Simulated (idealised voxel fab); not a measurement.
Title: Process Module voxel spacer lines
Cross-section cut spans 260 nm and uses square cells 5 nm in size.
Throughout this document, each cross-section is represented as a grid of square cells and is presented as a sequence of bands enumerated from the top downward, where a band comprises one or more rows of cells.
Top, bottom (nm), then materials left to right with widths (nm); lone material tagged "edge to edge" fills the whole band edge to edge; "empty" = empty space.
Zero point of the height axis is 0; under it, received wafer = one material. Lowest band: continues down indefinitely, "0 nm and below".
You'd read "30->40" like this: the band's top row of cells is as wide as the first number, its bottom row is as wide as the second, and going down, every row changes width by the same amount as the row before did.
Take "nothing different" at face value: in the step it is given for, the cross-section changed in none of its cells.
"Cavities, sealed" means: voids of 8 cells or more that are shut off from the top with no open way through. Written width x height at distance, distance from the left edge, in nm.
after a step's settings: what the simulator itself notes on the step
If you see "overlay nm" on a step's line and that step has a mask, it's telling you how far right of where it was planned the mask ended up; a negative number means it went left instead.

The process steps that were planned are listed below:
1 RECEIVE | material Si
2 CONFORMAL_DEP | material SiO2 | thk nm 5
3 DIRECTIONAL_DEP | material W | thk nm 15
4 DIRECTIONAL_DEP | material polySi | thk nm 25
5 PATTERN | tone cover | mask id MANDREL | material resist | width nm 25 | pitch nm 80 | thk nm 30 | overlay nm 0
6 DIRECTIONAL_ETCH | etch materials polySi | depth nm 25
7 STRIP | etch materials resist
8 CONFORMAL_DEP | material SiN | thk nm 15
9 DIRECTIONAL_ETCH | etch materials SiN | depth nm 15
10 STRIP | etch materials polySi
11 DIRECTIONAL_ETCH | etch materials W | depth nm 15
12 STRIP | etch materials SiN
13 FILL_DEP | material lowk | thk nm 5
14 CMP | height nm 20

The first of two wafers, run as planned:

As received (post step 1): cross-section:
> 0 nm and below = Si edge to edge
> Cavities, sealed: none

Take a look at the wafer's cross-section after step 2:
> 5 nm to 0 nm = SiO2 edge to edge
> below 0: unchanged

Take a look at the wafer's cross-section after step 3:
> 20 nm to 5 nm = W edge to edge
> below 5: unchanged

Take a look at the wafer's cross-section after step 4:
> 45 nm to 20 nm = polySi edge to edge
> below 20: unchanged

Take a look at the wafer's cross-section after step 5:
> 75 nm to 45 nm = 75 empty; 25 resist; 55 empty; 25 resist; 80 empty
> below 45: unchanged

Take a look at the wafer's cross-section after step 6:
> 75 nm to 45 nm = 75 empty; 25 resist; 55 empty; 25 resist; 80 empty
> 45 nm to 20 nm = 75 empty; 25 polySi; 55 empty; 25 polySi; 80 empty
> below 20: unchanged

Take a look at the wafer's cross-section after step 7:
> 45 nm to 20 nm = 75 empty; 25 polySi; 55 empty; 25 polySi; 80 empty
> below 20: unchanged

Take a look at the wafer's cross-section after step 8:
> 60 nm to 45 nm = 60 empty; 55 SiN; 25 empty; 55 SiN; 65 empty
> 45 nm to 35 nm = 60 empty; 15 SiN; 25 polySi; 15 SiN; 25 empty; 15 SiN; 25 polySi; 15 SiN; 65 empty
> 35 nm to 20 nm = 75 SiN; 25 polySi; 55 SiN; 25 polySi; 80 SiN
> below 20: unchanged

Take a look at the wafer's cross-section after step 9:
> 45 nm to 20 nm = 60 empty; 15 SiN; 25 polySi; 15 SiN; 25 empty; 15 SiN; 25 polySi; 15 SiN; 65 empty
> below 20: unchanged

Take a look at the wafer's cross-section after step 10:
> 45 nm to 20 nm = 60 empty; 15 SiN; 25 empty; 15 SiN; 25 empty; 15 SiN; 25 empty; 15 SiN; 65 empty
> below 20: unchanged

Take a look at the wafer's cross-section after step 11:
> 45 nm to 20 nm = 60 empty; 15 SiN; 25 empty; 15 SiN; 25 empty; 15 SiN; 25 empty; 15 SiN; 65 empty
> 20 nm to 5 nm = 60 empty; 15 W; 25 empty; 15 W; 25 empty; 15 W; 25 empty; 15 W; 65 empty
> below 5: unchanged

Take a look at the wafer's cross-section after step 12:
> 20 nm to 5 nm = 60 empty; 15 W; 25 empty; 15 W; 25 empty; 15 W; 25 empty; 15 W; 65 empty
> below 5: unchanged

Take a look at the wafer's cross-section after step 13:
> 25 nm to 20 nm = lowk edge to edge
> 20 nm to 5 nm = 60 lowk; 15 W; 25 lowk; 15 W; 25 lowk; 15 W; 25 lowk; 15 W; 65 lowk
> below 5: unchanged

Take a look at the wafer's cross-section after step 14:
> 20 nm to 5 nm = 60 lowk; 15 W; 25 lowk; 15 W; 25 lowk; 15 W; 25 lowk; 15 W; 65 lowk
> below 5: unchanged

Second wafer, same starting state and plan as the first, one mistake in the run, identical through step 13:

Cross-section of the second wafer corresponding to the planned conclusion of step 14:
> 15 nm to 5 nm = 60 lowk; 15 W; 25 lowk; 15 W; 25 lowk; 15 W; 25 lowk; 15 W; 65 lowk
> below 5: unchanged
It is concluded that the wafer was processed incorrectly with respect to the plan, in that step 14 deviated from plan and actually ran as CMP | height nm 15
Upon completion, the second wafer contains, in terms of cells, a greater or smaller amount of certain materials than the first wafer: W -12, lowk -40
